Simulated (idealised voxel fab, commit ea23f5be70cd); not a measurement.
Documented hereafter: the process module known as voxel self aligned vias.
The width of the displayed cross-section, cut, is 285 nm; its cells are square, with a size of 5 nm.
A cross-section in this document is a grid of square cells, and it is written down as bands, the top band listed before the ones below it; a band is made up of one or more rows of cells. In this notation a band is specified by the heights of its top and bottom, in that order and in nm, after which its materials appear from left to right, each paired with its width in nm. The word "throughout" attached to a single material means that material fills the band from edge to edge; the word "air" stands for empty space. A quick word on heights: they are counted from 0, and under that level the wafer as it came to us is one material throughout. The lowest band is different from the rest in having no bottom; it simply continues downward, written as in "0..down". With a width like "30..40", each row of cells in the band differs from the next by the same amount, the top row carrying the first number and the bottom row the second. What does "left unchanged" mean for a step? It means no cell of the cross-section changed in that step. Entry "Enclosed internal cavities" = empty spaces >= 8 cells with no open way to the top; each as width x height at distance, distance from left edge, all nm. Text after the settings on a step's line: the simulator's own remark on that step. Each step line may optionally specify "overlay nm", which for a step with a mask gives the rightward distance between the mask's planned place and where it lay, a negative value indicating the leftward direction.

-- The process steps that were planned are listed below
1 RECEIVE [material Si]
2 CONFORMAL_DEP [material SiO2] [thk nm 10]
3 CONFORMAL_DEP [material SiCN] [thk nm 5]
4 DIRECTIONAL_DEP [material lowk] [thk nm 25]
5 MASKED_ETCH [tone open] [mask id LINES] [width nm 20] [pitch nm 45] [etch materials lowk] [depth nm 25] [overlay nm 0]
6 CONFORMAL_DEP [material TiN] [thk nm 5]
7 FILL_DEP [material W] [thk nm 10]
8 CMP [height nm 40]
9 SELECTIVE_ETCH [etch materials W Ru TiN] [depth nm 5]
10 FILL_DEP [material SiN] [thk nm 5]
11 CMP [height nm 40]
12 DIRECTIONAL_DEP [material lowk] [thk nm 20]
13 DIRECTIONAL_DEP [material aC] [thk nm 10]
14 PATTERN [tone open] [mask id VIAS] [material resist] [width nm 30] [pitch nm 90] [thk nm 30] [overlay nm 0]
15 DIRECTIONAL_ETCH [etch materials aC] [depth nm 10]
16 STRIP [etch materials resist]
17 DIRECTIONAL_ETCH [etch materials lowk] [depth nm 20]
18 DIRECTIONAL_ETCH [etch materials SiN] [depth nm 5]
19 STRIP [etch materials aC]
20 CONFORMAL_DEP [material TiN] [thk nm 5]
21 FILL_DEP [material Ru] [thk nm 5]
22 CMP [height nm 60]
23 CONFORMAL_DEP [material SiCN] [thk nm 5]

-- First of the two wafers, run per plan

-- Received-state cross-section, reflecting completion of step 1
  0..down = Si throughout
  Enclosed internal cavities: none

-- Cross-section of the wafer after step 2
  10..0 = SiO2 throughout
  All layers under 0 are left as they were.

-- Cross-section of the wafer after step 3
  15..10 = SiCN throughout
  All layers under 10 are left as they were.

-- Cross-section of the wafer after step 4
  40..15 = lowk throughout
  All layers under 15 are left as they were.

-- Cross-section of the wafer after step 5
  40..15 = lowk 85  air 20  lowk 25  air 20  lowk 25  air 20  lowk 90
  All layers under 15 are left as they were.

-- Cross-section of the wafer after step 6
  45..40 = TiN 90  air 10  TiN 35  air 10  TiN 35  air 10  TiN 95
  40..20 = lowk 85  TiN 5  air 10  TiN 5  lowk 25  TiN 5  air 10  TiN 5  lowk 25  TiN 5  air 10  TiN 5  lowk 90
  20..15 = lowk 85  TiN 20  lowk 25  TiN 20  lowk 25  TiN 20  lowk 90
  All layers under 15 are left as they were.

-- Cross-section of the wafer after step 7
  55..45 = W throughout
  45..40 = TiN 90  W 10  TiN 35  W 10  TiN 35  W 10  TiN 95
  40..20 = lowk 85  TiN 5  W 10  TiN 5  lowk 25  TiN 5  W 10  TiN 5  lowk 25  TiN 5  W 10  TiN 5  lowk 90
  All layers under 20 are left as they were.

-- Cross-section of the wafer after step 8
  40..20 = lowk 85  TiN 5  W 10  TiN 5  lowk 25  TiN 5  W 10  TiN 5  lowk 25  TiN 5  W 10  TiN 5  lowk 90
  All layers under 20 are left as they were.

-- Cross-section of the wafer after step 9
  40..35 = lowk 85  air 20  lowk 25  air 20  lowk 25  air 20  lowk 90
  All layers under 35 are left as they were.

-- Cross-section of the wafer after step 10
  45..40 = SiN throughout
  40..35 = lowk 85  SiN 20  lowk 25  SiN 20  lowk 25  SiN 20  lowk 90
  All layers under 35 are left as they were.

-- Cross-section of the wafer after step 11
  40..35 = lowk 85  SiN 20  lowk 25  SiN 20  lowk 25  SiN 20  lowk 90
  All layers under 35 are left as they were.

-- Cross-section of the wafer after step 12
  60..40 = lowk throughout
  All layers under 40 are left as they were.

-- Cross-section of the wafer after step 13
  70..60 = aC throughout
  All layers under 60 are left as they were.

-- Cross-section of the wafer after step 14
  100..70 = resist 80  air 30  resist 60  air 30  resist 85
  All layers under 70 are left as they were.

-- Cross-section of the wafer after step 15
  90..70 = resist 80  air 30  resist 60  air 30  resist 85
  70..60 = aC 80  air 30  aC 60  air 30  aC 85
  All layers under 60 are left as they were.

-- Cross-section of the wafer after step 16
  70..60 = aC 80  air 30  aC 60  air 30  aC 85
  All layers under 60 are left as they were.

-- Cross-section of the wafer after step 17
  70..60 = aC 80  air 30  aC 60  air 30  aC 85
  60..40 = lowk 80  air 30  lowk 60  air 30  lowk 85
  All layers under 40 are left as they were.

-- Cross-section of the wafer after step 18
  70..60 = aC 80  air 30  aC 60  air 30  aC 85
  60..40 = lowk 80  air 30  lowk 60  air 30  lowk 85
  40..35 = lowk 85  air 20  lowk 25  SiN 20  lowk 25  air 20  lowk 90
  All layers under 35 are left as they were.

-- Cross-section of the wafer after step 19
  60..40 = lowk 80  air 30  lowk 60  air 30  lowk 85
  All layers under 40 are left as they were.

-- Cross-section of the wafer after step 20
  65..60 = TiN 85  air 20  TiN 70  air 20  TiN 90
  60..45 = lowk 80  TiN 5  air 20  TiN 5  lowk 60  TiN 5  air 20  TiN 5  lowk 85
  45..40 = lowk 80  TiN 10  air 10  TiN 10  lowk 60  TiN 10  air 10  TiN 10  lowk 85
  40..35 = lowk 85  TiN 20  lowk 25  SiN 20  lowk 25  TiN 20  lowk 90
  All layers under 35 are left as they were.

-- Cross-section of the wafer after step 21
  70..65 = Ru throughout
  65..60 = TiN 85  Ru 20  TiN 70  Ru 20  TiN 90
  60..45 = lowk 80  TiN 5  Ru 20  TiN 5  lowk 60  TiN 5  Ru 20  TiN 5  lowk 85
  45..40 = lowk 80  TiN 10  Ru 10  TiN 10  lowk 60  TiN 10  Ru 10  TiN 10  lowk 85
  All layers under 40 are left as they were.

-- Cross-section of the wafer after step 22
  60..45 = lowk 80  TiN 5  Ru 20  TiN 5  lowk 60  TiN 5  Ru 20  TiN 5  lowk 85
  All layers under 45 are left as they were.

-- Cross-section of the wafer after step 23
  65..60 = SiCN throughout
  All layers under 60 are left as they were.

-- Second of two: same start, same plan, one run error; steps up to and including 1 match the first

Second wafer profile in section, at the moment step 2 of the plan was meant to be complete: left unchanged

-- Second wafer profile in section, at the moment step 3 of the plan was meant to be complete
  5..0 = SiCN throughout
  All layers under 0 are left as they were.

-- Second wafer profile in section, at the moment step 4 of the plan was meant to be complete
  30..5 = lowk throughout
  All layers under 5 are left as they were.

-- Second wafer profile in section, at the moment step 5 of the plan was meant to be complete
  30..5 = lowk 85  air 20  lowk 25  air 20  lowk 25  air 20  lowk 90
  All layers under 5 are left as they were.

-- Second wafer profile in section, at the moment step 6 of the plan was meant to be complete
  35..30 = TiN 90  air 10  TiN 35  air 10  TiN 35  air 10  TiN 95
  30..10 = lowk 85  TiN 5  air 10  TiN 5  lowk 25  TiN 5  air 10  TiN 5  lowk 25  TiN 5  air 10  TiN 5  lowk 90
  10..5 = lowk 85  TiN 20  lowk 25  TiN 20  lowk 25  TiN 20  lowk 90
  All layers under 5 are left as they were.

-- Second wafer profile in section, at the moment step 7 of the plan was meant to be complete
  45..35 = W throughout
  35..30 = TiN 90  W 10  TiN 35  W 10  TiN 35  W 10  TiN 95
  30..10 = lowk 85  TiN 5  W 10  TiN 5  lowk 25  TiN 5  W 10  TiN 5  lowk 25  TiN 5  W 10  TiN 5  lowk 90
  All layers under 10 are left as they were.

-- Second wafer profile in section, at the moment step 8 of the plan was meant to be complete
  40..35 = W throughout
  All layers under 35 are left as they were.

-- Second wafer profile in section, at the moment step 9 of the plan was meant to be complete
  35..30 = TiN 90  W 10  TiN 35  W 10  TiN 35  W 10  TiN 95
  All layers under 30 are left as they were.

-- Second wafer profile in section, at the moment step 10 of the plan was meant to be complete
  40..35 = SiN throughout
  All layers under 35 are left as they were.

Second wafer profile in section, at the moment step 11 of the plan was meant to be complete: left unchanged

-- Second wafer profile in section, at the moment step 12 of the plan was meant to be complete
  60..40 = lowk throughout
  All layers under 40 are left as they were.

-- Second wafer profile in section, at the moment step 13 of the plan was meant to be complete
  70..60 = aC throughout
  All layers under 60 are left as they were.

-- Second wafer profile in section, at the moment step 14 of the plan was meant to be complete
  100..70 = resist 80  air 30  resist 60  air 30  resist 85
  All layers under 70 are left as they were.

-- Second wafer profile in section, at the moment step 15 of the plan was meant to be complete
  90..70 = resist 80  air 30  resist 60  air 30  resist 85
  70..60 = aC 80  air 30  aC 60  air 30  aC 85
  All layers under 60 are left as they were.

-- Second wafer profile in section, at the moment step 16 of the plan was meant to be complete
  70..60 = aC 80  air 30  aC 60  air 30  aC 85
  All layers under 60 are left as they were.

-- Second wafer profile in section, at the moment step 17 of the plan was meant to be complete
  70..60 = aC 80  air 30  aC 60  air 30  aC 85
  60..40 = lowk 80  air 30  lowk 60  air 30  lowk 85
  All layers under 40 are left as they were.

-- Second wafer profile in section, at the moment step 18 of the plan was meant to be complete
  70..60 = aC 80  air 30  aC 60  air 30  aC 85
  60..40 = lowk 80  air 30  lowk 60  air 30  lowk 85
  40..35 = SiN 80  air 30  SiN 60  air 30  SiN 85
  All layers under 35 are left as they were.

-- Second wafer profile in section, at the moment step 19 of the plan was meant to be complete
  60..40 = lowk 80  air 30  lowk 60  air 30  lowk 85
  All layers under 40 are left as they were.

-- Second wafer profile in section, at the moment step 20 of the plan was meant to be complete
  65..60 = TiN 85  air 20  TiN 70  air 20  TiN 90
  60..40 = lowk 80  TiN 5  air 20  TiN 5  lowk 60  TiN 5  air 20  TiN 5  lowk 85
  40..35 = SiN 80  TiN 30  SiN 60  TiN 30  SiN 85
  All layers under 35 are left as they were.

-- Second wafer profile in section, at the moment step 21 of the plan was meant to be complete
  70..65 = Ru throughout
  65..60 = TiN 85  Ru 20  TiN 70  Ru 20  TiN 90
  60..40 = lowk 80  TiN 5  Ru 20  TiN 5  lowk 60  TiN 5  Ru 20  TiN 5  lowk 85
  All layers under 40 are left as they were.

-- Second wafer profile in section, at the moment step 22 of the plan was meant to be complete
  60..40 = lowk 80  TiN 5  Ru 20  TiN 5  lowk 60  TiN 5  Ru 20  TiN 5  lowk 85
  All layers under 40 are left as they were.

-- Second wafer profile in section, at the moment step 23 of the plan was meant to be complete
  65..60 = SiCN throughout
  All layers under 60 are left as they were.
Short version of what went wrong: step 2 of the plan was omitted and not executed
Per the end-of-run cell counts, the second wafer holds more or fewer of some materials than the first: 4 more of Ru, 41 more of SiN, 114 fewer of SiO2, 57 more of TiN, 12 more of W
